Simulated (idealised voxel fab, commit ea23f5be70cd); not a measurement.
The process module that follows is named voxel self aligned contacts.
We display cut, a cross-section 145 nm in width whose square cells are each 5 nm.
Format of a cross-section: grid, square cells. Given as bands. Order: top down. Band: one or more rows of cells.
First you get the band's top height and its bottom height, in nm, and then the materials it's made of, left to right, with each width in nm. If you see a single material with "all across", that one covers the band edge to edge. "air" is empty space.
Height datum 0, below which the as-received substrate wafer is one material. Lowest band open at the bottom, running downward: "top 0, no bottom".
The notation "30->40" denotes a width that varies across the rows of cells in the band, beginning at the first number in the top row, finishing at the second number in the bottom row, and changing by an identical amount from each row to the next.
"everything unchanged" (step): cross-section cells unchanged, all of them.
Listed in "Sealed internal voids": every empty space of 8 or more cells without an open way to the top. Form: width x height at distance, the distance being from the left edge, all in nm.
Anything after a step's settings on that line? It's the simulator's own note about the step.
A step's line can hold "overlay nm"; with a mask on that step, the setting says how far right of the planned place the mask lay, while a negative setting says it lay to the left.

[So here's the lineup of process steps we planned]
1,op RECEIVE | material Si
2,op CONFORMAL_DEP | material SiO2 | thk nm 5
3,op DIRECTIONAL_DEP | material polySi | thk nm 30
4,op DIRECTIONAL_DEP | material SiN | thk nm 20
5,op DIRECTIONAL_DEP | material aC | thk nm 15
6,op PATTERN | tone cover | mask id GATE | material resist | width nm 30 | pitch nm 55 | thk nm 30 | overlay nm 0
7,op DIRECTIONAL_ETCH | etch materials aC | depth nm 15
8,op STRIP | etch materials resist
9,op DIRECTIONAL_ETCH | etch materials SiN | depth nm 20
10,op DIRECTIONAL_ETCH | etch materials polySi | depth nm 30
11,op STRIP | etch materials aC
12,op CONFORMAL_DEP | material SiN | thk nm 5
13,op DIRECTIONAL_ETCH | etch materials SiN | depth nm 5
14,op FILL_DEP | material SiO2 | thk nm 10
15,op CMP | height nm 60
16,op MASKED_ETCH | tone open | mask id CONTACT | width nm 35 | etch materials SiO2 | depth nm 60 | overlay nm 0
17,op CONFORMAL_DEP | material TiN | thk nm 5
18,op FILL_DEP | material W | thk nm 10
19,op CMP | height nm 60
20,op CONFORMAL_DEP | material SiN | thk nm 5

[Incoming wafer in cross-section (state: after step 1)]
> top 0, no bottom = Si all across
> Sealed internal voids: none

[Wafer cross-section at end of module: start and plan as shown above, one execution error]
> top 80, bottom 75 = SiN all across
> top 75, bottom 65 = W all across
> top 65, bottom 60 = 60 nm TiN, then 25 nm W, then 60 nm TiN
> top 60, bottom 55 = 55 nm SiO2, then 15 nm TiN, then 5 nm W, then 15 nm TiN, then 55 nm SiO2
> top 55, bottom 35 = 25 nm SiO2, then 40 nm SiN, then 5 nm TiN, then 5 nm W, then 5 nm TiN, then 40 nm SiN, then 25 nm SiO2
> top 35, bottom 5 = 25 nm SiO2, then 5 nm SiN, then 30 nm polySi, then 5 nm SiN, then 5 nm TiN, then 5 nm W, then 5 nm TiN, then 5 nm SiN, then 30 nm polySi, then 5 nm SiN, then 25 nm SiO2
> top 5, bottom 0 = 65 nm SiO2, then 15 nm TiN, then 65 nm SiO2
> top 0, no bottom = Si all across
> Sealed internal voids: none
What broke from the plan during processing? not run: step 19 of the plan (skipped)
